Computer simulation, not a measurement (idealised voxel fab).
The name of this process module is voxel wiring stack.
Displayed cross-section: cut, width of 260 nm, square cells sized 5 nm.
We lay out every cross-section as a grid of square cells and spell it out in bands from the top down, where one band means one or more rows of cells. Top, bottom (nm), then materials left to right with widths (nm); lone material tagged "throughout" fills the whole band edge to edge; "empty" = empty space. Height 0 is the level under which the wafer as received is all one material. The lowest band goes on downwards, as in "0 and below". Read "30 to 40" as a graded width: first number on top, second number at the bottom, same change between each pair of neighbouring rows. For the purposes of this document, the phrase "no alterations made" attached to a step denotes that no cell within the cross-section was modified by that step. Enclosed voids (no open way to top), threshold 8 cells or more, entry "Trapped void list", notation width x height at distance, distance from left edge, nm. after a step's settings: what the simulator itself notes on the step. When a step includes a mask, the "overlay nm" setting on its line states how far to the right of its planned place that mask lay, and negative values state how far to the left.

Listed below are the process steps as planned:
1) RECEIVE (material Si)
2) CONFORMAL_DEP (material SiO2; thk nm 15)
3) CONFORMAL_DEP (material SiCN; thk nm 5)
4) DIRECTIONAL_DEP (material lowk; thk nm 20)
5) MASKED_ETCH (tone open; mask id METAL_1; width nm 25; pitch nm 50; etch materials lowk; depth nm 20; overlay nm 0)
6) MASKED_ETCH (tone open; mask id METAL_1; width nm 25; pitch nm 50; etch materials SiCN; depth nm 5; overlay nm 0)
7) CONFORMAL_DEP (material TiN; thk nm 5)
8) FILL_DEP (material Cu; thk nm 10)
9) CMP (height nm 40)
10) CONFORMAL_DEP (material SiCN; thk nm 5)
11) DIRECTIONAL_DEP (material lowk; thk nm 15)
12) MASKED_ETCH (tone open; mask id PLUG_1; width nm 15; pitch nm 100; etch materials lowk; depth nm 15; overlay nm 0)
13) MASKED_ETCH (tone open; mask id PLUG_1; width nm 15; pitch nm 100; etch materials SiCN; depth nm 5; overlay nm 0)
14) EPI (material Ru; thk nm 10)
15) EPI (material Ru; thk nm 10)
16) CONFORMAL_DEP (material SiCN; thk nm 5)
17) DIRECTIONAL_DEP (material SiO2; thk nm 25)
18) DIRECTIONAL_DEP (material aC; thk nm 15)
19) PATTERN (tone open; mask id METAL_2; material resist; width nm 25; pitch nm 50; thk nm 30; overlay nm 0)
20) DIRECTIONAL_ETCH (etch materials aC; depth nm 15)
21) STRIP (etch materials resist)
22) DIRECTIONAL_ETCH (etch materials SiO2; depth nm 25)
23) DIRECTIONAL_ETCH (etch materials SiCN; depth nm 5)
24) STRIP (etch materials aC)
25) CONFORMAL_DEP (material TiN; thk nm 5)
26) FILL_DEP (material Cu; thk nm 5)
27) CMP (height nm 90)
28) CONFORMAL_DEP (material SiCN; thk nm 5)
29) DIRECTIONAL_DEP (material SiO2; thk nm 15)
30) DIRECTIONAL_DEP (material aC; thk nm 15)
31) PATTERN (tone open; mask id PLUG_2; material resist; width nm 15; pitch nm 50; thk nm 30; overlay nm 0)
32) DIRECTIONAL_ETCH (etch materials aC; depth nm 15)
33) STRIP (etch materials resist)
34) DIRECTIONAL_ETCH (etch materials SiO2; depth nm 15)
35) DIRECTIONAL_ETCH (etch materials SiCN; depth nm 5)
36) STRIP (etch materials aC)
37) CONFORMAL_DEP (material TiN; thk nm 5)
38) FILL_DEP (material Cu; thk nm 10)
39) CMP (height nm 110)
40) DIRECTIONAL_DEP (material TiN; thk nm 5)
41) DIRECTIONAL_DEP (material Ru; thk nm 20)
42) PATTERN (tone cover; mask id METAL_3; material resist; width nm 25; pitch nm 50; thk nm 15; overlay nm 0)
43) DIRECTIONAL_ETCH (etch materials Ru; depth nm 20)
44) DIRECTIONAL_ETCH (etch materials TiN; depth nm 5)
45) STRIP (etch materials resist)
46) FILL_DEP (material lowk; thk nm 5)
47) CMP (height nm 135)
48) CONFORMAL_DEP (material SiCN; thk nm 5)
49) DIRECTIONAL_DEP (material lowk; thk nm 20)
50) MASKED_ETCH (tone open; mask id PLUG_3; width nm 15; pitch nm 50; etch materials lowk; depth nm 20; overlay nm 0)
51) MASKED_ETCH (tone open; mask id PLUG_3; width nm 15; pitch nm 50; etch materials SiCN; depth nm 5; overlay nm 0)
52) EPI (material Ru; thk nm 10)
53) EPI (material Ru; thk nm 10)
54) EPI (material Ru; thk nm 5)
55) CONFORMAL_DEP (material SiCN; thk nm 5)
56) DIRECTIONAL_DEP (material lowk; thk nm 15)
57) PATTERN (tone open; mask id METAL_4; material resist; width nm 25; pitch nm 50; thk nm 15; overlay nm 0)
58) DIRECTIONAL_ETCH (etch materials lowk; depth nm 15)
59) DIRECTIONAL_ETCH (etch materials SiCN; depth nm 5)
60) STRIP (etch materials resist)
61) CONFORMAL_DEP (material TiN; thk nm 5)
62) FILL_DEP (material Ru; thk nm 5)
63) CMP (height nm 180)
64) CONFORMAL_DEP (material SiCN; thk nm 5)

Shown in cross-section is the wafer as received, that is, as it stands after step 1:
* 0 and below  Si throughout
* Trapped void list: none

Cross-sectional image of the first of two wafers at the end of the module, the run having proceeded as planned:
* 185 down to 180  SiCN throughout
* 180 down to 165  40 nm lowk, 5 nm TiN, 15 nm Ru, 5 nm TiN, 25 nm lowk, 5 nm TiN, 15 nm Ru, 5 nm TiN, 25 nm lowk, 5 nm TiN, 15 nm Ru, 5 nm TiN, 25 nm lowk, 5 nm TiN, 15 nm Ru, 5 nm TiN, 45 nm lowk
* 165 down to 160  40 nm SiCN, 25 nm TiN, 25 nm SiCN, 25 nm TiN, 25 nm SiCN, 25 nm TiN, 25 nm SiCN, 25 nm TiN, 45 nm SiCN
* 160 down to 140  40 nm lowk, 15 nm Ru, 35 nm lowk, 15 nm Ru, 35 nm lowk, 15 nm Ru, 35 nm lowk, 15 nm Ru, 55 nm lowk
* 140 down to 135  40 nm SiCN, 15 nm Ru, 35 nm SiCN, 15 nm Ru, 35 nm SiCN, 15 nm Ru, 35 nm SiCN, 15 nm Ru, 55 nm SiCN
* 135 down to 115  40 nm lowk, 25 nm Ru, 25 nm lowk, 25 nm Ru, 25 nm lowk, 25 nm Ru, 25 nm lowk, 25 nm Ru, 45 nm lowk
* 115 down to 110  40 nm lowk, 25 nm TiN, 25 nm lowk, 25 nm TiN, 25 nm lowk, 25 nm TiN, 25 nm lowk, 25 nm TiN, 45 nm lowk
* 110 down to 95  40 nm SiO2, 5 nm TiN, 5 nm Cu, 5 nm TiN, 35 nm SiO2, 5 nm TiN, 5 nm Cu, 5 nm TiN, 35 nm SiO2, 5 nm TiN, 5 nm Cu, 5 nm TiN, 35 nm SiO2, 5 nm TiN, 5 nm Cu, 5 nm TiN, 55 nm SiO2
* 95 down to 90  40 nm SiCN, 15 nm TiN, 35 nm SiCN, 15 nm TiN, 35 nm SiCN, 15 nm TiN, 35 nm SiCN, 15 nm TiN, 55 nm SiCN
* 90 down to 65  40 nm SiO2, 5 nm TiN, 15 nm Cu, 5 nm TiN, 25 nm SiO2, 5 nm TiN, 15 nm Cu, 5 nm TiN, 25 nm SiO2, 5 nm TiN, 15 nm Cu, 5 nm TiN, 25 nm SiO2, 5 nm TiN, 15 nm Cu, 5 nm TiN, 45 nm SiO2
* 65 down to 60  40 nm SiCN, 25 nm TiN, 25 nm SiCN, 25 nm TiN, 25 nm SiCN, 25 nm TiN, 25 nm SiCN, 25 nm TiN, 45 nm SiCN
* 60 down to 45  40 nm lowk, 15 nm Ru, 85 nm lowk, 15 nm Ru, 105 nm lowk
* 45 down to 40  40 nm SiCN, 15 nm Ru, 85 nm SiCN, 15 nm Ru, 105 nm SiCN
* 40 down to 20  40 nm lowk, 5 nm TiN, 15 nm Cu, 5 nm TiN, 25 nm lowk, 5 nm TiN, 15 nm Cu, 5 nm TiN, 25 nm lowk, 5 nm TiN, 15 nm Cu, 5 nm TiN, 25 nm lowk, 5 nm TiN, 15 nm Cu, 5 nm TiN, 45 nm lowk
* 20 down to 15  40 nm SiCN, 25 nm TiN, 25 nm SiCN, 25 nm TiN, 25 nm SiCN, 25 nm TiN, 25 nm SiCN, 25 nm TiN, 45 nm SiCN
* 15 down to 0  SiO2 throughout
* 0 and below  Si throughout
* Trapped void list: none

Cross-sectional image of the second wafer of the two following completion of the module. Starting state and process plan were the same as for the first wafer; one execution error occurred:
* 185 down to 180  SiCN throughout
* 180 down to 165  40 nm lowk, 5 nm TiN, 15 nm Ru, 5 nm TiN, 25 nm lowk, 5 nm TiN, 15 nm Ru, 5 nm TiN, 25 nm lowk, 5 nm TiN, 15 nm Ru, 5 nm TiN, 25 nm lowk, 5 nm TiN, 15 nm Ru, 5 nm TiN, 45 nm lowk
* 165 down to 160  40 nm SiCN, 25 nm TiN, 25 nm SiCN, 25 nm TiN, 25 nm SiCN, 25 nm TiN, 25 nm SiCN, 25 nm TiN, 45 nm SiCN
* 160 down to 140  40 nm lowk, 15 nm Ru, 35 nm lowk, 15 nm Ru, 35 nm lowk, 15 nm Ru, 35 nm lowk, 15 nm Ru, 55 nm lowk
* 140 down to 135  40 nm SiCN, 15 nm Ru, 35 nm SiCN, 15 nm Ru, 35 nm SiCN, 15 nm Ru, 35 nm SiCN, 15 nm Ru, 55 nm SiCN
* 135 down to 115  40 nm lowk, 25 nm Ru, 25 nm lowk, 25 nm Ru, 25 nm lowk, 25 nm Ru, 25 nm lowk, 25 nm Ru, 45 nm lowk
* 115 down to 110  40 nm lowk, 25 nm TiN, 25 nm lowk, 25 nm TiN, 25 nm lowk, 25 nm TiN, 25 nm lowk, 25 nm TiN, 45 nm lowk
* 110 down to 95  40 nm SiO2, 5 nm TiN, 5 nm Cu, 5 nm TiN, 35 nm SiO2, 5 nm TiN, 5 nm Cu, 5 nm TiN, 35 nm SiO2, 5 nm TiN, 5 nm Cu, 5 nm TiN, 35 nm SiO2, 5 nm TiN, 5 nm Cu, 5 nm TiN, 55 nm SiO2
* 95 down to 90  40 nm SiCN, 15 nm TiN, 35 nm SiCN, 15 nm TiN, 35 nm SiCN, 15 nm TiN, 35 nm SiCN, 15 nm TiN, 55 nm SiCN
* 90 down to 85  20 nm Cu, 5 nm TiN, 15 nm SiO2, 5 nm TiN, 15 nm Cu, 5 nm TiN, 5 nm SiO2, 5 nm TiN, 45 nm Cu, 5 nm TiN, 15 nm SiO2, 5 nm TiN, 15 nm Cu, 5 nm TiN, 5 nm SiO2, 5 nm TiN, 85 nm Cu
* 85 down to 80  25 nm TiN, 15 nm SiO2, 5 nm TiN, 15 nm Cu, 5 nm TiN, 5 nm SiO2, 25 nm TiN, 15 nm Cu, 15 nm TiN, 15 nm SiO2, 5 nm TiN, 15 nm Cu, 5 nm TiN, 5 nm SiO2, 25 nm TiN, 15 nm Cu, 50 nm TiN
* 80 down to 65  40 nm SiO2, 5 nm TiN, 15 nm Cu, 5 nm TiN, 25 nm SiO2, 5 nm TiN, 15 nm Cu, 5 nm TiN, 25 nm SiO2, 5 nm TiN, 15 nm Cu, 5 nm TiN, 25 nm SiO2, 5 nm TiN, 15 nm Cu, 5 nm TiN, 45 nm SiO2
* 65 down to 60  25 nm SiO2, 15 nm SiCN, 25 nm TiN, 5 nm SiCN, 20 nm SiO2, 5 nm TiN, 15 nm Cu, 5 nm TiN, 10 nm SiO2, 15 nm SiCN, 25 nm TiN, 5 nm SiCN, 20 nm SiO2, 5 nm TiN, 15 nm Cu, 5 nm TiN, 45 nm SiO2
* 60 down to 55  25 nm SiO2, 5 nm SiCN, 35 nm Ru, 5 nm SiCN, 20 nm SiO2, 5 nm TiN, 15 nm Cu, 5 nm TiN, 10 nm SiO2, 5 nm SiCN, 35 nm Ru, 5 nm SiCN, 20 nm SiO2, 5 nm TiN, 15 nm Cu, 5 nm TiN, 45 nm SiO2
* 55 down to 50  30 nm SiCN, 35 nm Ru, 25 nm SiCN, 25 nm TiN, 15 nm SiCN, 35 nm Ru, 25 nm SiCN, 25 nm TiN, 45 nm SiCN
* 50 down to 45  40 nm lowk, 15 nm Ru, 85 nm lowk, 15 nm Ru, 105 nm lowk
* 45 down to 40  40 nm SiCN, 15 nm Ru, 85 nm SiCN, 15 nm Ru, 105 nm SiCN
* 40 down to 20  40 nm lowk, 5 nm TiN, 15 nm Cu, 5 nm TiN, 25 nm lowk, 5 nm TiN, 15 nm Cu, 5 nm TiN, 25 nm lowk, 5 nm TiN, 15 nm Cu, 5 nm TiN, 25 nm lowk, 5 nm TiN, 15 nm Cu, 5 nm TiN, 45 nm lowk
* 20 down to 15  40 nm SiCN, 25 nm TiN, 25 nm SiCN, 25 nm TiN, 25 nm SiCN, 25 nm TiN, 25 nm SiCN, 25 nm TiN, 45 nm SiCN
* 15 down to 0  SiO2 throughout
* 0 and below  Si throughout
* Trapped void list: none
what went wrong: planned and actual differ for step 11; actual: DIRECTIONAL_DEP (material lowk; thk nm 5)
Per the end-of-run cell counts, the second wafer holds more or fewer of some materials than the first: +36 Cu, +16 Ru, +8 SiCN, +32 TiN, -92 lowk
